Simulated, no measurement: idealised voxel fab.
process module | voxel self aligned contacts
cross-section cut | 230 nm wide | cells 5 nm
A cross-section is a grid of square cells, given in bands from the top down. A band is one or more rows of cells.
Each band's line starts with the height of the band's top and of its bottom, in nm. Then come its materials from left to right, each with its width in nm. One material with "throughout" fills the band from edge to edge. "air" is empty space.
Height 0 is the level under which the wafer as received is all one material. The lowest band goes on downwards, as in "0 down".
A width such as "30 to 40" changes by the same amount from each row of cells to the next, from the band's top row to its bottom row.
"no change" after a step means that no cell of the cross-section changed.
closed voids: empty space of 8 cells or more with no open way to the top, each as width x height at its distance from the left edge, in nm
after a step's settings: what the simulator itself notes on the step
overlay nm, on a step with a mask: how far to the right of its planned place the mask lay; to the left if negative
plan
1 op RECEIVE | material Si
2 op OXIDIZE | depth nm 5
3 op DIRECTIONAL_DEP | material polySi | thk nm 30
4 op DIRECTIONAL_DEP | material SiN | thk nm 20
5 op DIRECTIONAL_DEP | material aC | thk nm 15
6 op PATTERN | tone cover | mask id GATE | material resist | width nm 25 | pitch nm 50 | thk nm 30 | overlay nm 0
7 op DIRECTIONAL_ETCH | etch materials aC | depth nm 15
8 op STRIP | etch materials resist
9 op DIRECTIONAL_ETCH | etch materials SiN | depth nm 20
10 op DIRECTIONAL_ETCH | etch materials polySi | depth nm 30
11 op STRIP | etch materials aC
12 op CONFORMAL_DEP | material SiN | thk nm 5
13 op DIRECTIONAL_ETCH | etch materials SiN | depth nm 5
14 op FILL_DEP | material SiO2 | thk nm 20
15 op CMP | height nm 60
16 op PATTERN | tone open | mask id CONTACT | material resist | width nm 35 | thk nm 15 | overlay nm 0
17 op DIRECTIONAL_ETCH | etch materials SiO2 | depth nm 65
18 op STRIP | etch materials resist
19 op CONFORMAL_DEP | material TiN | thk nm 5
20 op FILL_DEP | material Ru | thk nm 5
21 op CMP | height nm 60
22 op CONFORMAL_DEP | material SiCN | thk nm 5
as received, after step 1
  0 down: Si throughout
  closed voids: none
a wafer at the end: this start, this plan, one mistake
  65 to 60: SiCN throughout
  60 to 50: SiO2 95 | TiN 5 to 25 | Ru 25 to 5 | TiN 5 | SiO2 100
  50 to 30: SiO2 80 | SiN 35 | TiN 5 | Ru 5 | TiN 5 | SiN 35 | SiO2 65
  30 to 0: SiO2 80 | SiN 5 | polySi 25 | SiN 5 | TiN 5 | Ru 5 | TiN 5 | SiN 5 | polySi 25 | SiN 5 | SiO2 65
  0 to -5: SiO2 115 | TiN 15 | SiO2 100
  -5 down: Si throughout
  closed voids: none
what went wrong: step 6 ran as: op PATTERN | tone cover | mask id GATE | material resist | width nm 25 | pitch nm 50 | thk nm 30 | overlay nm 10
